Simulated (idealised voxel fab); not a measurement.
Proc. module: voxel capacitor over wiring
Square cell edge 5 nm, section width 265 nm, ID cut.
Cross-section = grid of square cells, listed top down in bands; band = one or more rows.
The band entry comprises the height of the band's top followed by the height of its bottom, expressed in nm, and subsequently the band's materials from left to right, each stated together with its width in nm. Where a single material is marked with the word "throughout", that material fills the band from edge to edge. The word "empty" represents empty space.
Basically, 0 is our baseline, since under it the wafer straight out of the box is all one material. The bottom band has no lower end and keeps on going down, so it looks like "from 0 down".
So if you see something like "30->40" for the width, read it as the top row of the band sitting at the first number and the bottom row at the second, with every row in between moving by the same amount as the last.
Where the words "remained the same" appear for a step, the cross-section shows no cell changed by that step; every cell remained as before.
If an empty space has no open way to the top and is at least 8 cells in size, "Enclosed empty spaces" lists it, written width x height at distance, where distance is measured from the left edge and every value is in nm.
Post-settings text on a step line: simulator's own remark regarding the step.
The line of a step may include "overlay nm". On a step with a mask, this value is how far to the right of its planned place the mask lay. A negative value means the mask lay to the left.
The following list gives the planned process steps
| 1 | RECEIVE | material Si |
| 2 | CONFORMAL_DEP | material SiO2 | thk nm 15 |
| 3 | CONFORMAL_DEP | material SiCN | thk nm 5 |
| 4 | DIRECTIONAL_DEP | material SiO2 | thk nm 20 |
| 5 | MASKED_ETCH | tone open | mask id METAL_1 | width nm 30 | pitch nm 90 | etch materials SiO2 | depth nm 20 | overlay nm 0 |
| 6 | MASKED_ETCH | tone open | mask id METAL_1 | width nm 30 | pitch nm 90 | etch materials SiCN | depth nm 5 | overlay nm 0 |
| 7 | CONFORMAL_DEP | material TiN | thk nm 5 |
| 8 | FILL_DEP | material Cu | thk nm 10 |
| 9 | CMP | height nm 40 |
| 10 | CONFORMAL_DEP | material SiCN | thk nm 5 |
| 11 | DIRECTIONAL_DEP | material lowk | thk nm 15 |
| 12 | PATTERN | tone open | mask id PLUG_1 | material resist | width nm 15 | thk nm 20 | overlay nm 0 |
| 13 | DIRECTIONAL_ETCH | etch materials lowk | depth nm 15 |
| 14 | DIRECTIONAL_ETCH | etch materials SiCN | depth nm 5 |
| 15 | STRIP | etch materials resist |
| 16 | EPI | material Ru | thk nm 10 |
| 17 | EPI | material Ru | thk nm 10 |
| 18 | DIRECTIONAL_DEP | material TiN | thk nm 5 |
| 19 | DIRECTIONAL_DEP | material HfO2 | thk nm 5 |
| 20 | DIRECTIONAL_DEP | material TiN | thk nm 5 |
| 21 | DIRECTIONAL_DEP | material aC | thk nm 15 |
| 22 | PATTERN | tone cover | mask id UPPER_PLATE | material resist | width nm 65 | thk nm 30 | overlay nm 0 |
| 23 | DIRECTIONAL_ETCH | etch materials aC | depth nm 15 |
| 24 | STRIP | etch materials resist |
| 25 | DIRECTIONAL_ETCH | etch materials TiN | depth nm 5 |
| 26 | DIRECTIONAL_ETCH | etch materials HfO2 | depth nm 5 |
| 27 | STRIP | etch materials aC |
| 28 | MASKED_ETCH | tone cover | mask id LOWER_PLATE | width nm 75 | etch materials TiN | depth nm 5 | overlay nm 0 |
| 29 | FILL_DEP | material SiO2 | thk nm 15 |
| 30 | CMP | height nm 85 |
| 31 | DIRECTIONAL_DEP | material aC | thk nm 15 |
| 32 | PATTERN | tone open | mask id PLUG_2 | material resist | width nm 15 | thk nm 30 | overlay nm 0 |
| 33 | DIRECTIONAL_ETCH | etch materials aC | depth nm 15 |
| 34 | STRIP | etch materials resist |
| 35 | DIRECTIONAL_ETCH | etch materials SiO2 | depth nm 10 |
| 36 | STRIP | etch materials aC |
| 37 | CONFORMAL_DEP | material TiN | thk nm 5 |
| 38 | FILL_DEP | material Cu | thk nm 5 |
| 39 | CMP | height nm 85 |
| 40 | CONFORMAL_DEP | material SiCN | thk nm 5 |
The first of the two wafers, which ran as planned
Cross-sectional view of the wafer in its as-received condition, corresponding to the state after step 1
    from 0 down = Si throughout
    Enclosed empty spaces: none
The wafer, seen in cross-section, after step 2
    from 15 to 0 = SiO2 throughout
    Below a height of 0, the structure has not been altered.
The wafer, seen in cross-section, after step 3
    from 20 to 15 = SiCN throughout
    Below a height of 15, the structure has not been altered.
The wafer, seen in cross-section, after step 4
    from 40 to 20 = SiO2 throughout
    Below a height of 20, the structure has not been altered.
The wafer, seen in cross-section, after step 5
    from 40 to 20 = 70 SiO2 / 30 empty / 60 SiO2 / 30 empty / 75 SiO2
    Below a height of 20, the structure has not been altered.
The wafer, seen in cross-section, after step 6
    from 40 to 20 = 70 SiO2 / 30 empty / 60 SiO2 / 30 empty / 75 SiO2
    from 20 to 15 = 70 SiCN / 30 empty / 60 SiCN / 30 empty / 75 SiCN
    Below a height of 15, the structure has not been altered.
The wafer, seen in cross-section, after step 7
    from 45 to 40 = 75 TiN / 20 empty / 70 TiN / 20 empty / 80 TiN
    from 40 to 20 = 70 SiO2 / 5 TiN / 20 empty / 5 TiN / 60 SiO2 / 5 TiN / 20 empty / 5 TiN / 75 SiO2
    from 20 to 15 = 70 SiCN / 30 TiN / 60 SiCN / 30 TiN / 75 SiCN
    Below a height of 15, the structure has not been altered.
The wafer, seen in cross-section, after step 8
    from 55 to 45 = Cu throughout
    from 45 to 40 = 75 TiN / 20 Cu / 70 TiN / 20 Cu / 80 TiN
    from 40 to 20 = 70 SiO2 / 5 TiN / 20 Cu / 5 TiN / 60 SiO2 / 5 TiN / 20 Cu / 5 TiN / 75 SiO2
    Below a height of 20, the structure has not been altered.
The wafer, seen in cross-section, after step 9
    from 40 to 20 = 70 SiO2 / 5 TiN / 20 Cu / 5 TiN / 60 SiO2 / 5 TiN / 20 Cu / 5 TiN / 75 SiO2
    Below a height of 20, the structure has not been altered.
The wafer, seen in cross-section, after step 10
    from 45 to 40 = SiCN throughout
    Below a height of 40, the structure has not been altered.
The wafer, seen in cross-section, after step 11
    from 60 to 45 = lowk throughout
    Below a height of 45, the structure has not been altered.
The wafer, seen in cross-section, after step 12
    from 80 to 60 = 85 resist / 15 empty / 165 resist
    Below a height of 60, the structure has not been altered.
The wafer, seen in cross-section, after step 13
    from 80 to 60 = 85 resist / 15 empty / 165 resist
    from 60 to 45 = 85 lowk / 15 empty / 165 lowk
    Below a height of 45, the structure has not been altered.
The wafer, seen in cross-section, after step 14
    from 80 to 60 = 85 resist / 15 empty / 165 resist
    from 60 to 45 = 85 lowk / 15 empty / 165 lowk
    from 45 to 40 = 85 SiCN / 15 empty / 165 SiCN
    Below a height of 40, the structure has not been altered.
The wafer, seen in cross-section, after step 15
    from 60 to 45 = 85 lowk / 15 empty / 165 lowk
    Below a height of 45, the structure has not been altered.
The wafer, seen in cross-section, after step 16
    from 60 to 50 = 85 lowk / 15 empty / 165 lowk
    from 50 to 45 = 85 lowk / 15 Ru / 165 lowk
    from 45 to 40 = 85 SiCN / 15 Ru / 165 SiCN
    Below a height of 40, the structure has not been altered.
The wafer, seen in cross-section, after step 17
    from 60 to 45 = 85 lowk / 15 Ru / 165 lowk
    Below a height of 45, the structure has not been altered.
The wafer, seen in cross-section, after step 18
    from 65 to 60 = TiN throughout
    Below a height of 60, the structure has not been altered.
The wafer, seen in cross-section, after step 19
    from 70 to 65 = HfO2 throughout
    Below a height of 65, the structure has not been altered.
The wafer, seen in cross-section, after step 20
    from 75 to 70 = TiN throughout
    Below a height of 70, the structure has not been altered.
The wafer, seen in cross-section, after step 21
    from 90 to 75 = aC throughout
    Below a height of 75, the structure has not been altered.
The wafer, seen in cross-section, after step 22
    from 120 to 90 = 85 empty / 65 resist / 115 empty
    Below a height of 90, the structure has not been altered.
The wafer, seen in cross-section, after step 23
    from 105 to 90 = 85 empty / 65 resist / 115 empty
    from 90 to 75 = 85 empty / 65 aC / 115 empty
    Below a height of 75, the structure has not been altered.
The wafer, seen in cross-section, after step 24
    from 90 to 75 = 85 empty / 65 aC / 115 empty
    Below a height of 75, the structure has not been altered.
The wafer, seen in cross-section, after step 25
    from 90 to 75 = 85 empty / 65 aC / 115 empty
    from 75 to 70 = 85 empty / 65 TiN / 115 empty
    Below a height of 70, the structure has not been altered.
The wafer, seen in cross-section, after step 26
    from 90 to 75 = 85 empty / 65 aC / 115 empty
    from 75 to 70 = 85 empty / 65 TiN / 115 empty
    from 70 to 65 = 85 empty / 65 HfO2 / 115 empty
    Below a height of 65, the structure has not been altered.
The wafer, seen in cross-section, after step 27
    from 75 to 70 = 85 empty / 65 TiN / 115 empty
    Below a height of 70, the structure has not been altered.
The wafer, seen in cross-section, after step 28
    from 75 to 70 = 85 empty / 65 TiN / 115 empty
    from 70 to 65 = 85 empty / 65 HfO2 / 115 empty
    from 65 to 60 = 80 empty / 75 TiN / 110 empty
    Below a height of 60, the structure has not been altered.
The wafer, seen in cross-section, after step 29
    from 90 to 75 = SiO2 throughout
    from 75 to 70 = 85 SiO2 / 65 TiN / 115 SiO2
    from 70 to 65 = 85 SiO2 / 65 HfO2 / 115 SiO2
    from 65 to 60 = 80 SiO2 / 75 TiN / 110 SiO2
    Below a height of 60, the structure has not been altered.
The wafer, seen in cross-section, after step 30
    from 85 to 75 = SiO2 throughout
    Below a height of 75, the structure has not been altered.
The wafer, seen in cross-section, after step 31
    from 100 to 85 = aC throughout
    Below a height of 85, the structure has not been altered.
The wafer, seen in cross-section, after step 32
    from 130 to 100 = 95 resist / 15 empty / 155 resist
    Below a height of 100, the structure has not been altered.
The wafer, seen in cross-section, after step 33
    from 115 to 100 = 95 resist / 15 empty / 155 resist
    from 100 to 85 = 95 aC / 15 empty / 155 aC
    Below a height of 85, the structure has not been altered.
The wafer, seen in cross-section, after step 34
    from 100 to 85 = 95 aC / 15 empty / 155 aC
    Below a height of 85, the structure has not been altered.
The wafer, seen in cross-section, after step 35
    from 100 to 85 = 95 aC / 15 empty / 155 aC
    from 85 to 75 = 95 SiO2 / 15 empty / 155 SiO2
    Below a height of 75, the structure has not been altered.
The wafer, seen in cross-section, after step 36
    from 85 to 75 = 95 SiO2 / 15 empty / 155 SiO2
    Below a height of 75, the structure has not been altered.
The wafer, seen in cross-section, after step 37
    from 90 to 85 = 100 TiN / 5 empty / 160 TiN
    from 85 to 80 = 95 SiO2 / 5 TiN / 5 empty / 5 TiN / 155 SiO2
    from 80 to 70 = 95->85 SiO2 / 15->65 TiN / 155->115 SiO2
    Below a height of 70, the structure has not been altered.
The wafer, seen in cross-section, after step 38
    from 95 to 90 = Cu throughout
    from 90 to 85 = 100 TiN / 5 Cu / 160 TiN
    from 85 to 80 = 95 SiO2 / 5 TiN / 5 Cu / 5 TiN / 155 SiO2
    Below a height of 80, the structure has not been altered.
The wafer, seen in cross-section, after step 39
    from 85 to 80 = 95 SiO2 / 5 TiN / 5 Cu / 5 TiN / 155 SiO2
    Below a height of 80, the structure has not been altered.
The wafer, seen in cross-section, after step 40
    from 90 to 85 = SiCN throughout
    Below a height of 85, the structure has not been altered.
Wafer two. Identical start, identical plan. One mistake in execution. Identical history through step 31
X-section, second wafer, when step 32 was due to finish
    from 130 to 100 = 95 empty / 15 resist / 155 empty
    Below a height of 100, the structure has not been altered.
X-section, second wafer, when step 33 was due to finish
    from 115 to 100 = 95 empty / 15 resist / 155 empty
    from 100 to 85 = 95 empty / 15 aC / 155 empty
    Below a height of 85, the structure has not been altered.
X-section, second wafer, when step 34 was due to finish
    from 100 to 85 = 95 empty / 15 aC / 155 empty
    Below a height of 85, the structure has not been altered.
X-section, second wafer, when step 35 was due to finish
    from 100 to 85 = 95 empty / 15 aC / 155 empty
    from 85 to 75 = 95 empty / 15 SiO2 / 155 empty
    Below a height of 75, the structure has not been altered.
X-section, second wafer, when step 36 was due to finish
    from 85 to 75 = 95 empty / 15 SiO2 / 155 empty
    Below a height of 75, the structure has not been altered.
X-section, second wafer, when step 37 was due to finish
    from 90 to 85 = 90 empty / 25 TiN / 150 empty
    from 85 to 80 = 90 empty / 5 TiN / 15 SiO2 / 5 TiN / 150 empty
    from 80 to 75 = 95 TiN / 15 SiO2 / 155 TiN
    Below a height of 75, the structure has not been altered.
X-section, second wafer, when step 38 was due to finish
    from 95 to 90 = Cu throughout
    from 90 to 85 = 90 Cu / 25 TiN / 150 Cu
    from 85 to 80 = 90 Cu / 5 TiN / 15 SiO2 / 5 TiN / 150 Cu
    Below a height of 80, the structure has not been altered.
X-section, second wafer, when step 39 was due to finish
    from 85 to 80 = 90 Cu / 5 TiN / 15 SiO2 / 5 TiN / 150 Cu
    Below a height of 80, the structure has not been altered.
X-section, second wafer, when step 40 was due to finish
    from 90 to 85 = SiCN throughout
    Below a height of 85, the structure has not been altered.
Deviation noted in wafer processing: step 32 changed vs plan, executed as PATTERN | tone cover | mask id PLUG_2 | material resist | width nm 15 | thk nm 30 | overlay nm 0
Wafer comparison, final, in cells, second relative to first, materials more or fewer: Cu: 47 more | SiO2: 94 fewer | TiN: 47 more
